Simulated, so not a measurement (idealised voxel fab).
Proc. module: voxel released beams
We display cut, a cross-section 140 nm in width whose square cells are each 5 nm.
In what follows, cross-sections appear as grids of square cells, described through bands that run from the top down, where every band is one or more rows of cells. For a band, the entry starts with two heights in nm, that of the top and then that of the bottom, and carries on with the band's materials in order from left to right, each alongside its width in nm; the word "everywhere" beside a single material means it fills the band edge to edge, and "air" means empty space. It should be noted that heights are counted from 0, beneath which the wafer as supplied is of one material throughout, and that the lowest band possesses no lower boundary but continues downward, as written in "0 down". Read "30->40" as a graded width: first number on top, second number at the bottom, same change between each pair of neighbouring rows. "remained the same" means the step left every cell of the cross-section as it was. "Voids, fully enclosed": empty spaces of 8 cells or more with no open way to the top, each given as width x height at distance, distance from the left edge, all in nm. after a step's settings: what the simulator itself notes on the step. overlay nm: how far to the right of its planned place the mask lay on this masked step (negative: to the left). Layout of what follows: cross-section pairs, each bracketing one process step, the after cross-section shown only to the lowest band that changed, the step between and its settings noted under each pair. Pairs may originate in different runs of this module on the same starting wafer; a pair continues from the pair above only where its entry headed "Pre-step view" says so.
**Pre-step view**
	0 down  Si everywhere
	Voids, fully enclosed: none
**Section, Post-Step**
	10 to 0  Al2O3 everywhere
	Under 0: no change, same as before.
	Voids, fully enclosed: none
What process step lies between the two cross-sections above? CONFORMAL_DEP with material Al2O3, thk nm 10
Pre-step view: the pre-step structure is the one depicted after the step in the pair just above.
**Section, Post-Step**
	30 to 10  SiO2 everywhere
	Under 10: no change, same as before.
	Voids, fully enclosed: none
What process step lies between the two cross-sections above? DIRECTIONAL_DEP with material SiO2, thk nm 20
Pre-step view: the pre-step structure is the one depicted after the step in the pair just above.
**Section, Post-Step**
	40 to 30  aC everywhere
	Under 30: no change, same as before.
	Voids, fully enclosed: none
What process step lies between the two cross-sections above? DIRECTIONAL_DEP with material aC, thk nm 10
Pre-step view: the pre-step structure is the one depicted after the step in the pair just above.
**Section, Post-Step**
	65 to 40  20 nm resist | 35 nm air | 85 nm resist
	Under 40: no change, same as before.
	Voids, fully enclosed: none
What process step lies between the two cross-sections above? PATTERN with tone open, mask id ANCHOR, material resist, width nm 35, thk nm 25, overlay nm 0
Pre-step view: the pre-step structure is the one depicted after the step in the pair just above.
**Section, Post-Step**
	55 to 40  20 nm resist | 35 nm air | 85 nm resist
	40 to 30  20 nm aC | 35 nm air | 85 nm aC
	Under 30: no change, same as before.
	Voids, fully enclosed: none
What process step lies between the two cross-sections above? DIRECTIONAL_ETCH with etch materials aC, depth nm 10
Pre-step view: the pre-step structure is the one depicted after the step in the pair just above.
**Section, Post-Step**
	40 to 30  20 nm aC | 35 nm air | 85 nm aC
	Under 30: no change, same as before.
	Voids, fully enclosed: none
What process step lies between the two cross-sections above? STRIP with etch materials resist
Pre-step view: the pre-step structure is the one depicted after the step in the pair just above.
**Section, Post-Step**
	40 to 30  20 nm aC | 35 nm air | 85 nm aC
	30 to 10  20 nm SiO2 | 35 nm air | 85 nm SiO2
	Under 10: no change, same as before.
	Voids, fully enclosed: none
What process step lies between the two cross-sections above? DIRECTIONAL_ETCH with etch materials SiO2, depth nm 20
Pre-step view: the pre-step structure is the one depicted after the step in the pair just above.
**Section, Post-Step**
	30 to 10  20 nm SiO2 | 35 nm air | 85 nm SiO2
	Under 10: no change, same as before.
	Voids, fully enclosed: none
What process step lies between the two cross-sections above? STRIP with etch materials aC
Pre-step view: the pre-step structure is the one depicted after the step in the pair just above.
**Section, Post-Step**
	45 to 30  35 nm W | 5 nm air | 100 nm W
	30 to 25  20 nm SiO2 | 15 nm W | 5 nm air | 15 nm W | 85 nm SiO2
	25 to 10  20 nm SiO2 | 35 nm W | 85 nm SiO2
	Under 10: no change, same as before.
	Voids, fully enclosed: none
What process step lies between the two cross-sections above? CONFORMAL_DEP with material W, thk nm 15
Pre-step view: the pre-step structure is the one depicted after the step in the pair just above.
**Section, Post-Step**
	45 to 30  15 nm air | 20 nm W | 5 nm air | 80 nm W | 20 nm air
	Under 30: no change, same as before.
	Voids, fully enclosed: none
What process step lies between the two cross-sections above? MASKED_ETCH with tone cover, mask id BEAM, width nm 105, etch materials W, depth nm 15, overlay nm 0
Pre-step view: the pre-step structure is the one depicted after the step in the pair just above.
**Section, Post-Step**
	45 to 30  15 nm air | 20 nm W | 5 nm air | 80 nm W | 20 nm air
	30 to 25  20 nm air | 15 nm W | 5 nm air | 15 nm W | 85 nm air
	25 to 10  20 nm air | 35 nm W | 85 nm air
	Under 10: no change, same as before.
	Voids, fully enclosed: none
What process step lies between the two cross-sections above? STRIP with etch materials SiO2
**Pre-step view**
	0 down  Si everywhere
	Voids, fully enclosed: none
**Section, Post-Step**
	20 to 0  SiO2 everywhere
	Under 0: no change, same as before.
	Voids, fully enclosed: none
What process step lies between the two cross-sections above? DIRECTIONAL_DEP with material SiO2, thk nm 20
Pre-step view: the pre-step structure is the one depicted after the step in the pair just above.
**Section, Post-Step**
	30 to 20  aC everywhere
	Under 20: no change, same as before.
	Voids, fully enclosed: none
What process step lies between the two cross-sections above? DIRECTIONAL_DEP with material aC, thk nm 10
Pre-step view: the pre-step structure is the one depicted after the step in the pair just above.
**Section, Post-Step**
	55 to 30  20 nm resist | 35 nm air | 85 nm resist
	Under 30: no change, same as before.
	Voids, fully enclosed: none
What process step lies between the two cross-sections above? PATTERN with tone open, mask id ANCHOR, material resist, width nm 35, thk nm 25, overlay nm 0
Pre-step view: the pre-step structure is the one depicted after the step in the pair just above.
**Section, Post-Step**
	45 to 30  20 nm resist | 35 nm air | 85 nm resist
	30 to 20  20 nm aC | 35 nm air | 85 nm aC
	Under 20: no change, same as before.
	Voids, fully enclosed: none
What process step lies between the two cross-sections above? DIRECTIONAL_ETCH with etch materials aC, depth nm 10
Pre-step view: the pre-step structure is the one depicted after the step in the pair just above.
**Section, Post-Step**
	30 to 20  20 nm aC | 35 nm air | 85 nm aC
	Under 20: no change, same as before.
	Voids, fully enclosed: none
What process step lies between the two cross-sections above? STRIP with etch materials resist
Pre-step view: the pre-step structure is the one depicted after the step in the pair just above.
**Section, Post-Step**
	30 to 20  20 nm aC | 35 nm air | 85 nm aC
	20 to 0  20 nm SiO2 | 35 nm air | 85 nm SiO2
	Under 0: no change, same as before.
	Voids, fully enclosed: none
What process step lies between the two cross-sections above? DIRECTIONAL_ETCH with etch materials SiO2, depth nm 20
Pre-step view: the pre-step structure is the one depicted after the step in the pair just above.
**Section, Post-Step**
	20 to 0  20 nm SiO2 | 35 nm air | 85 nm SiO2
	Under 0: no change, same as before.
	Voids, fully enclosed: none
What process step lies between the two cross-sections above? STRIP with etch materials aC
Pre-step view: the pre-step structure is the one depicted after the step in the pair just above.
**Section, Post-Step**
	35 to 20  35 nm W | 5 nm air | 100 nm W
	20 to 15  20 nm SiO2 | 15 nm W | 5 nm air | 15 nm W | 85 nm SiO2
	15 to 0  20 nm SiO2 | 35 nm W | 85 nm SiO2
	Under 0: no change, same as before.
	Voids, fully enclosed: none
What process step lies between the two cross-sections above? CONFORMAL_DEP with material W, thk nm 15
Pre-step view: the pre-step structure is the one depicted after the step in the pair just above.
**Section, Post-Step**
	35 to 20  15 nm air | 20 nm W | 5 nm air | 80 nm W | 20 nm air
	Under 20: no change, same as before.
	Voids, fully enclosed: none
What process step lies between the two cross-sections above? MASKED_ETCH with tone cover, mask id BEAM, width nm 105, etch materials W, depth nm 15, overlay nm 0
Pre-step view: the pre-step structure is the one depicted after the step in the pair just above.
**Section, Post-Step**
	35 to 20  15 nm air | 20 nm W | 5 nm air | 80 nm W | 20 nm air
	20 to 15  20 nm air | 15 nm W | 5 nm air | 15 nm W | 85 nm air
	15 to 0  20 nm air | 35 nm W | 85 nm air
	Under 0: no change, same as before.
	Voids, fully enclosed: none
What process step lies between the two cross-sections above? STRIP with etch materials SiO2
**Pre-step view**
	45 to 30  35 nm W | 5 nm air | 100 nm W
	30 to 25  20 nm SiO2 | 15 nm W | 5 nm air | 15 nm W | 85 nm SiO2
	25 to 10  20 nm SiO2 | 35 nm W | 85 nm SiO2
	10 to 0  Al2O3 everywhere
	0 down  Si everywhere
	Voids, fully enclosed: none
**Section, Post-Step**
	60 to 30  W everywhere
	30 to 10  20 nm SiO2 | 35 nm W | 85 nm SiO2
	Under 10: no change, same as before.
	Voids, fully enclosed: none
What process step lies between the two cross-sections above? CONFORMAL_DEP with material W, thk nm 15
Pre-step view: the pre-step structure is the one depicted after the step in the pair just above.
**Section, Post-Step**
	60 to 45  15 nm air | 105 nm W | 20 nm air
	Under 45: no change, same as before.
	Voids, fully enclosed: none
What process step lies between the two cross-sections above? MASKED_ETCH with tone cover, mask id BEAM, width nm 105, etch materials W, depth nm 15, overlay nm 0
**Pre-step view**
	20 to 0  SiO2 everywhere
	0 down  Si everywhere
	Voids, fully enclosed: none
**Section, Post-Step**
	30 to 20  Al2O3 everywhere
	Under 20: no change, same as before.
	Voids, fully enclosed: none
What process step lies between the two cross-sections above? CONFORMAL_DEP with material Al2O3, thk nm 10
Pre-step view: the pre-step structure is the one depicted after the step in the pair just above.
**Section, Post-Step**
	40 to 30  aC everywhere
	Under 30: no change, same as before.
	Voids, fully enclosed: none
What process step lies between the two cross-sections above? DIRECTIONAL_DEP with material aC, thk nm 10
Pre-step view: the pre-step structure is the one depicted after the step in the pair just above.
**Section, Post-Step**
	65 to 40  20 nm resist | 35 nm air | 85 nm resist
	Under 40: no change, same as before.
	Voids, fully enclosed: none
What process step lies between the two cross-sections above? PATTERN with tone open, mask id ANCHOR, material resist, width nm 35, thk nm 25, overlay nm 0
Pre-step view: the pre-step structure is the one depicted after the step in the pair just above.
**Section, Post-Step**
	55 to 40  20 nm resist | 35 nm air | 85 nm resist
	40 to 30  20 nm aC | 35 nm air | 85 nm aC
	Under 30: no change, same as before.
	Voids, fully enclosed: none
What process step lies between the two cross-sections above? DIRECTIONAL_ETCH with etch materials aC, depth nm 10
Pre-step view: the pre-step structure is the one depicted after the step in the pair just above.
**Section, Post-Step**
	40 to 30  20 nm aC | 35 nm air | 85 nm aC
	Under 30: no change, same as before.
	Voids, fully enclosed: none
What process step lies between the two cross-sections above? STRIP with etch materials resist
Pre-step view: the pre-step structure is the one depicted after the step in the pair just above.
**Section, Post-Step**
	30 to 20  Al2O3 everywhere
	Under 20: no change, same as before.
	Voids, fully enclosed: none
What process step lies between the two cross-sections above? STRIP with etch materials aC
Pre-step view: the pre-step structure is the one depicted after the step in the pair just above.
**Section, Post-Step**
	45 to 30  W everywhere
	Under 30: no change, same as before.
	Voids, fully enclosed: none
What process step lies between the two cross-sections above? CONFORMAL_DEP with material W, thk nm 15
Pre-step view: the pre-step structure is the one depicted after the step in the pair just above.
**Section, Post-Step**
	45 to 30  15 nm air | 105 nm W | 20 nm air
	Under 30: no change, same as before.
	Voids, fully enclosed: none
What process step lies between the two cross-sections above? MASKED_ETCH with tone cover, mask id BEAM, width nm 105, etch materials W, depth nm 15, overlay nm 0
**Pre-step view**
	10 to 0  Al2O3 everywhere
	0 down  Si everywhere
	Voids, fully enclosed: none
**Section, Post-Step**
	25 to 10  SiO2 everywhere
	Under 10: no change, same as before.
	Voids, fully enclosed: none
What process step lies between the two cross-sections above? DIRECTIONAL_DEP with material SiO2, thk nm 15
Pre-step view: the pre-step structure is the one depicted after the step in the pair just above.
**Section, Post-Step**
	35 to 25  aC everywhere
	Under 25: no change, same as before.
	Voids, fully enclosed: none
What process step lies between the two cross-sections above? DIRECTIONAL_DEP with material aC, thk nm 10
Pre-step view: the pre-step structure is the one depicted after the step in the pair just above.
**Section, Post-Step**
	60 to 35  20 nm resist | 35 nm air | 85 nm resist
	Under 35: no change, same as before.
	Voids, fully enclosed: none
What process step lies between the two cross-sections above? PATTERN with tone open, mask id ANCHOR, material resist, width nm 35, thk nm 25, overlay nm 0
Pre-step view: the pre-step structure is the one depicted after the step in the pair just above.
**Section, Post-Step**
	50 to 35  20 nm resist | 35 nm air | 85 nm resist
	35 to 25  20 nm aC | 35 nm air | 85 nm aC
	Under 25: no change, same as before.
	Voids, fully enclosed: none
What process step lies between the two cross-sections above? DIRECTIONAL_ETCH with etch materials aC, depth nm 10
Pre-step view: the pre-step structure is the one depicted after the step in the pair just above.
**Section, Post-Step**
	35 to 25  20 nm aC | 35 nm air | 85 nm aC
	Under 25: no change, same as before.
	Voids, fully enclosed: none
What process step lies between the two cross-sections above? STRIP with etch materials resist
Pre-step view: the pre-step structure is the one depicted after the step in the pair just above.
**Section, Post-Step**
	35 to 25  20 nm aC | 35 nm air | 85 nm aC
	25 to 10  20 nm SiO2 | 35 nm air | 85 nm SiO2
	Under 10: no change, same as before.
	Voids, fully enclosed: none
What process step lies between the two cross-sections above? DIRECTIONAL_ETCH with etch materials SiO2, depth nm 20
Pre-step view: the pre-step structure is the one depicted after the step in the pair just above.
**Section, Post-Step**
	25 to 10  20 nm SiO2 | 35 nm air | 85 nm SiO2
	Under 10: no change, same as before.
	Voids, fully enclosed: none
What process step lies between the two cross-sections above? STRIP with etch materials aC
Pre-step view: the pre-step structure is the one depicted after the step in the pair just above.
**Section, Post-Step**
	40 to 25  35 nm W | 5 nm air | 100 nm W
	25 to 10  20 nm SiO2 | 35 nm W | 85 nm SiO2
	Under 10: no change, same as before.
	Voids, fully enclosed: none
What process step lies between the two cross-sections above? CONFORMAL_DEP with material W, thk nm 15
Pre-step view: the pre-step structure is the one depicted after the step in the pair just above.
**Section, Post-Step**
	40 to 25  15 nm air | 20 nm W | 5 nm air | 80 nm W | 20 nm air
	Under 25: no change, same as before.
	Voids, fully enclosed: none
What process step lies between the two cross-sections above? MASKED_ETCH with tone cover, mask id BEAM, width nm 105, etch materials W, depth nm 15, overlay nm 0
Pre-step view: the pre-step structure is the one depicted after the step in the pair just above.
**Section, Post-Step**
	40 to 25  15 nm air | 20 nm W | 5 nm air | 80 nm W | 20 nm air
	25 to 10  20 nm air | 35 nm W | 85 nm air
	Under 10: no change, same as before.
	Voids, fully enclosed: none
What process step lies between the two cross-sections above? STRIP with etch materials SiO2
**Pre-step view**
	40 to 30  aC everywhere
	30 to 10  SiO2 everywhere
	10 to 0  Al2O3 everywhere
	0 down  Si everywhere
	Voids, fully enclosed: none
**Section, Post-Step**
	65 to 40  25 nm resist | 30 nm air | 85 nm resist
	Under 40: no change, same as before.
	Voids, fully enclosed: none
What process step lies between the two cross-sections above? PATTERN with tone open, mask id ANCHOR, material resist, width nm 30, thk nm 25, overlay nm 0
Pre-step view: the pre-step structure is the one depicted after the step in the pair just above.
**Section, Post-Step**
	55 to 40  25 nm resist | 30 nm air | 85 nm resist
	40 to 30  25 nm aC | 30 nm air | 85 nm aC
	Under 30: no change, same as before.
	Voids, fully enclosed: none
What process step lies between the two cross-sections above? DIRECTIONAL_ETCH with etch materials aC, depth nm 10
Pre-step view: the pre-step structure is the one depicted after the step in the pair just above.
**Section, Post-Step**
	40 to 30  25 nm aC | 30 nm air | 85 nm aC
	Under 30: no change, same as before.
	Voids, fully enclosed: none
What process step lies between the two cross-sections above? STRIP with etch materials resist
Pre-step view: the pre-step structure is the one depicted after the step in the pair just above.
**Section, Post-Step**
	40 to 30  25 nm aC | 30 nm air | 85 nm aC
	30 to 10  25 nm SiO2 | 30 nm air | 85 nm SiO2
	Under 10: no change, same as before.
	Voids, fully enclosed: none
What process step lies between the two cross-sections above? DIRECTIONAL_ETCH with etch materials SiO2, depth nm 20
Pre-step view: the pre-step structure is the one depicted after the step in the pair just above.
**Section, Post-Step**
	30 to 10  25 nm SiO2 | 30 nm air | 85 nm SiO2
	Under 10: no change, same as before.
	Voids, fully enclosed: none
What process step lies between the two cross-sections above? STRIP with etch materials aC
Pre-step view: the pre-step structure is the one depicted after the step in the pair just above.
**Section, Post-Step**
	45 to 30  W everywhere
	30 to 10  25 nm SiO2 | 30 nm W | 85 nm SiO2
	Under 10: no change, same as before.
	Voids, fully enclosed: none
What process step lies between the two cross-sections above? CONFORMAL_DEP with material W, thk nm 15
Pre-step view: the pre-step structure is the one depicted after the step in the pair just above.
**Section, Post-Step**
	45 to 30  15 nm air | 105 nm W | 20 nm air
	Under 30: no change, same as before.
	Voids, fully enclosed: none
What process step lies between the two cross-sections above? MASKED_ETCH with tone cover, mask id BEAM, width nm 105, etch materials W, depth nm 15, overlay nm 0
Pre-step view: the pre-step structure is the one depicted after the step in the pair just above.
**Section, Post-Step**
	45 to 30  15 nm air | 105 nm W | 20 nm air
	30 to 10  25 nm air | 30 nm W | 85 nm air
	Under 10: no change, same as before.
	Voids, fully enclosed: none
What process step lies between the two cross-sections above? STRIP with etch materials SiO2
**Pre-step view**
	40 to 30  aC everywhere
	30 to 10  SiO2 everywhere
	10 to 0  Al2O3 everywhere
	0 down  Si everywhere
	Voids, fully enclosed: none
**Section, Post-Step**
	65 to 40  15 nm resist | 35 nm air | 90 nm resist
	Under 40: no change, same as before.
	Voids, fully enclosed: none
What process step lies between the two cross-sections above? PATTERN with tone open, mask id ANCHOR, material resist, width nm 35, thk nm 25, overlay nm -5
Pre-step view: the pre-step structure is the one depicted after the step in the pair just above.
**Section, Post-Step**
	55 to 40  15 nm resist | 35 nm air | 90 nm resist
	40 to 30  15 nm aC | 35 nm air | 90 nm aC
	Under 30: no change, same as before.
	Voids, fully enclosed: none
What process step lies between the two cross-sections above? DIRECTIONAL_ETCH with etch materials aC, depth nm 10
Pre-step view: the pre-step structure is the one depicted after the step in the pair just above.
**Section, Post-Step**
	40 to 30  15 nm aC | 35 nm air | 90 nm aC
	Under 30: no change, same as before.
	Voids, fully enclosed: none
What process step lies between the two cross-sections above? STRIP with etch materials resist
Pre-step view: the pre-step structure is the one depicted after the step in the pair just above.
**Section, Post-Step**
	40 to 30  15 nm aC | 35 nm air | 90 nm aC
	30 to 10  15 nm SiO2 | 35 nm air | 90 nm SiO2
	Under 10: no change, same as before.
	Voids, fully enclosed: none
What process step lies between the two cross-sections above? DIRECTIONAL_ETCH with etch materials SiO2, depth nm 20
Pre-step view: the pre-step structure is the one depicted after the step in the pair just above.
**Section, Post-Step**
	30 to 10  15 nm SiO2 | 35 nm air | 90 nm SiO2
	Under 10: no change, same as before.
	Voids, fully enclosed: none
What process step lies between the two cross-sections above? STRIP with etch materials aC
Pre-step view: the pre-step structure is the one depicted after the step in the pair just above.
**Section, Post-Step**
	45 to 30  30 nm W | 5 nm air | 105 nm W
	30 to 25  15 nm SiO2 | 15 nm W | 5 nm air | 15 nm W | 90 nm SiO2
	25 to 10  15 nm SiO2 | 35 nm W | 90 nm SiO2
	Under 10: no change, same as before.
	Voids, fully enclosed: none
What process step lies between the two cross-sections above? CONFORMAL_DEP with material W, thk nm 15
Pre-step view: the pre-step structure is the one depicted after the step in the pair just above.
**Section, Post-Step**
	45 to 30  15 nm air | 15 nm W | 5 nm air | 85 nm W | 20 nm air
	Under 30: no change, same as before.
	Voids, fully enclosed: none
What process step lies between the two cross-sections above? MASKED_ETCH with tone cover, mask id BEAM, width nm 105, etch materials W, depth nm 15, overlay nm 0
Pre-step view: the pre-step structure is the one depicted after the step in the pair just above.
**Section, Post-Step**
	45 to 30  15 nm air | 15 nm W | 5 nm air | 85 nm W | 20 nm air
	30 to 25  15 nm air | 15 nm W | 5 nm air | 15 nm W | 90 nm air
	25 to 10  15 nm air | 35 nm W | 90 nm air
	Under 10: no change, same as before.
	Voids, fully enclosed: none
What process step lies between the two cross-sections above? STRIP with etch materials SiO2
**Pre-step view**
	10 to 0  Al2O3 everywhere
	0 down  Si everywhere
	Voids, fully enclosed: none
**Section, Post-Step**
	30 to 10  W everywhere
	Under 10: no change, same as before.
	Voids, fully enclosed: none
What process step lies between the two cross-sections above? DIRECTIONAL_DEP with material W, thk nm 20
Pre-step view: the pre-step structure is the one depicted after the step in the pair just above.
**Section, Post-Step**
	40 to 30  aC everywhere
	Under 30: no change, same as before.
	Voids, fully enclosed: none
What process step lies between the two cross-sections above? DIRECTIONAL_DEP with material aC, thk nm 10
Pre-step view: the pre-step structure is the one depicted after the step in the pair just above.
**Section, Post-Step**
	65 to 40  20 nm resist | 35 nm air | 85 nm resist
	Under 40: no change, same as before.
	Voids, fully enclosed: none
What process step lies between the two cross-sections above? PATTERN with tone open, mask id ANCHOR, material resist, width nm 35, thk nm 25, overlay nm 0
Pre-step view: the pre-step structure is the one depicted after the step in the pair just above.
**Section, Post-Step**
	55 to 40  20 nm resist | 35 nm air | 85 nm resist
	40 to 30  20 nm aC | 35 nm air | 85 nm aC
	Under 30: no change, same as before.
	Voids, fully enclosed: none
What process step lies between the two cross-sections above? DIRECTIONAL_ETCH with etch materials aC, depth nm 10
Pre-step view: the pre-step structure is the one depicted after the step in the pair just above.
**Section, Post-Step**
	40 to 30  20 nm aC | 35 nm air | 85 nm aC
	Under 30: no change, same as before.
	Voids, fully enclosed: none
What process step lies between the two cross-sections above? STRIP with etch materials resist
Pre-step view: the pre-step structure is the one depicted after the step in the pair just above.
**Section, Post-Step**
	30 to 10  W everywhere
	Under 10: no change, same as before.
	Voids, fully enclosed: none
What process step lies between the two cross-sections above? STRIP with etch materials aC
Pre-step view: the pre-step structure is the one depicted after the step in the pair just above.
**Section, Post-Step**
	45 to 10  W everywhere
	Under 10: no change, same as before.
	Voids, fully enclosed: none
What process step lies between the two cross-sections above? CONFORMAL_DEP with material W, thk nm 15
Pre-step view: the pre-step structure is the one depicted after the step in the pair just above.
**Section, Post-Step**
	45 to 30  15 nm air | 105 nm W | 20 nm air
	Under 30: no change, same as before.
	Voids, fully enclosed: none
What process step lies between the two cross-sections above? MASKED_ETCH with tone cover, mask id BEAM, width nm 105, etch materials W, depth nm 15, overlay nm 0
**Pre-step view**
	45 to 30  35 nm W | 5 nm air | 100 nm W
	30 to 25  20 nm SiO2 | 15 nm W | 5 nm air | 15 nm W | 85 nm SiO2
	25 to 10  20 nm SiO2 | 35 nm W | 85 nm SiO2
	10 to 0  Al2O3 everywhere
	0 down  Si everywhere
	Voids, fully enclosed: none
**Section, Post-Step**
	45 to 30  15 nm W | 105 nm air | 20 nm W
	30 to 10  20 nm SiO2 | 15 nm W | 5 nm air | 15 nm W | 85 nm SiO2
	Under 10: no change, same as before.
	Voids, fully enclosed: none
What process step lies between the two cross-sections above? MASKED_ETCH with tone open, mask id BEAM, width nm 105, etch materials W, depth nm 15, overlay nm 0
Pre-step view: the pre-step structure is the one depicted after the step in the pair just above.
**Section, Post-Step**
	30 to 10  20 nm air | 15 nm W | 5 nm air | 15 nm W | 85 nm air
	Under 10: no change, same as before.
	Voids, fully enclosed: none
What process step lies between the two cross-sections above? STRIP with etch materials SiO2
